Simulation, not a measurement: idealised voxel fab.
Module name: voxel wiring stack (process module)
The width of the displayed cross-section, cut, is 270 nm; its cells are square, with a size of 5 nm.
Format of a cross-section: grid, square cells. Given as bands. Order: top down. Band: one or more rows of cells. This entry defines a band. It first specifies the height of the band's top and the height of its bottom in nm, and then specifies the band's materials from left to right, stating each material with its width in nm. The word "everywhere" identifies a single material that fills the band from edge to edge, while the word "air" identifies empty space. Ref level 0: as-received wafer is one material below here. Bottom band extends down with no lower bound ("0 nm and below"). Width spec "30 to 40" -> top row of cells at first value, bottom row at second value, equal per-row change in between. The cross-section has no changed cell in any step marked "all unchanged". In the "Entrapped void list" entry, you get each enclosed empty space of 8 cells or more, one with no open way to the top, written width x height at distance, distance from the left edge, in nm. What comes after the settings on a step's line is commentary from the simulator itself on that step. "overlay nm" answers the question of how far to the right of plan the mask lay on a step that has a mask, and when it is negative the answer is to the left.

### Steps planned for the process
step 1: RECEIVE, material Si
step 2: CONFORMAL_DEP, material SiO2, thk nm 15
step 3: DIRECTIONAL_DEP, material TiN, thk nm 5
step 4: DIRECTIONAL_DEP, material W, thk nm 15
step 5: MASKED_ETCH, tone cover, mask id METAL_1, width nm 25, pitch nm 50, etch materials W, depth nm 15, overlay nm 0
step 6: MASKED_ETCH, tone cover, mask id METAL_1, width nm 25, pitch nm 50, etch materials TiN, depth nm 5, overlay nm 0
step 7: FILL_DEP, material SiO2, thk nm 10
step 8: CMP, height nm 35
step 9: CONFORMAL_DEP, material SiCN, thk nm 5
step 10: DIRECTIONAL_DEP, material SiO2, thk nm 35
step 11: DIRECTIONAL_DEP, material aC, thk nm 15
step 12: PATTERN, tone open, mask id METAL_2_HOLES, material resist, width nm 15, thk nm 30, overlay nm 0
step 13: DIRECTIONAL_ETCH, etch materials aC, depth nm 15
step 14: STRIP, etch materials resist
step 15: DIRECTIONAL_ETCH, etch materials SiO2, depth nm 35
step 16: STRIP, etch materials aC
step 17: MASKED_ETCH, tone open, mask id METAL_2, width nm 25, pitch nm 50, etch materials SiO2, depth nm 20, overlay nm 0
step 18: MASKED_ETCH, tone open, mask id METAL_2, width nm 25, pitch nm 50, etch materials SiCN, depth nm 5, overlay nm 0
step 19: CONFORMAL_DEP, material TiN, thk nm 5
step 20: FILL_DEP, material Cu, thk nm 5
step 21: CMP, height nm 75
step 22: CONFORMAL_DEP, material SiCN, thk nm 5
step 23: DIRECTIONAL_DEP, material SiO2, thk nm 35
step 24: MASKED_ETCH, tone open, mask id METAL_3_HOLES, width nm 15, etch materials SiO2, depth nm 35, overlay nm 0
step 25: PATTERN, tone open, mask id METAL_3, material resist, width nm 25, pitch nm 50, thk nm 15, overlay nm 0
step 26: DIRECTIONAL_ETCH, etch materials SiO2, depth nm 20
step 27: DIRECTIONAL_ETCH, etch materials SiCN, depth nm 5
step 28: STRIP, etch materials resist
step 29: CONFORMAL_DEP, material TiN, thk nm 5
step 30: FILL_DEP, material Ru, thk nm 10
step 31: CMP, height nm 115
step 32: CONFORMAL_DEP, material SiCN, thk nm 5

### Wafer as received: cross-section following step 1
* 0 nm and below | Si everywhere
* Entrapped void list: none

### a wafer at the end: this start, this plan, one mistake
* 120 nm to 115 nm | SiCN everywhere
* 115 nm to 100 nm | 95 of SiO2, then 5 of TiN, then 15 of Ru, then 5 of TiN, then 25 of SiO2, then 5 of TiN, then 15 of Ru, then 5 of TiN, then 100 of SiO2
* 100 nm to 95 nm | 95 of SiO2, then 5 of TiN, then 5 of Ru, then 15 of TiN, then 25 of SiO2, then 25 of TiN, then 100 of SiO2
* 95 nm to 80 nm | 95 of SiO2, then 5 of TiN, then 5 of Ru, then 5 of TiN, then 160 of SiO2
* 80 nm to 75 nm | 95 of SiCN, then 15 of TiN, then 160 of SiCN
* 75 nm to 60 nm | 90 of SiO2, then 5 of TiN, then 20 of Cu, then 5 of TiN, then 25 of SiO2, then 5 of TiN, then 15 of Cu, then 5 of TiN, then 100 of SiO2
* 60 nm to 55 nm | 90 of SiO2, then 5 of TiN, then 15 of Cu, then 10 of TiN, then 25 of SiO2, then 25 of TiN, then 100 of SiO2
* 55 nm to 45 nm | 90 of SiO2, then 5 of TiN, then 15 of Cu, then 5 of TiN, then 155 of SiO2
* 45 nm to 40 nm | 90 of SiO2, then 10 of TiN, then 10 of Cu, then 5 of TiN, then 155 of SiO2
* 40 nm to 35 nm | 95 of SiCN, then 20 of TiN, then 155 of SiCN
* 35 nm to 20 nm | 95 of SiO2, then 25 of W, then 25 of SiO2, then 25 of W, then 100 of SiO2
* 20 nm to 15 nm | 95 of SiO2, then 25 of TiN, then 25 of SiO2, then 25 of TiN, then 100 of SiO2
* 15 nm to 0 nm | SiO2 everywhere
* 0 nm and below | Si everywhere
* Entrapped void list: none
Nonconformance to the process plan: it should be noted that step 12 was executed with settings other than those planned, the operation and settings actually applied being PATTERN, tone open, mask id METAL_2_HOLES, material resist, width nm 25, thk nm 30, overlay nm 0
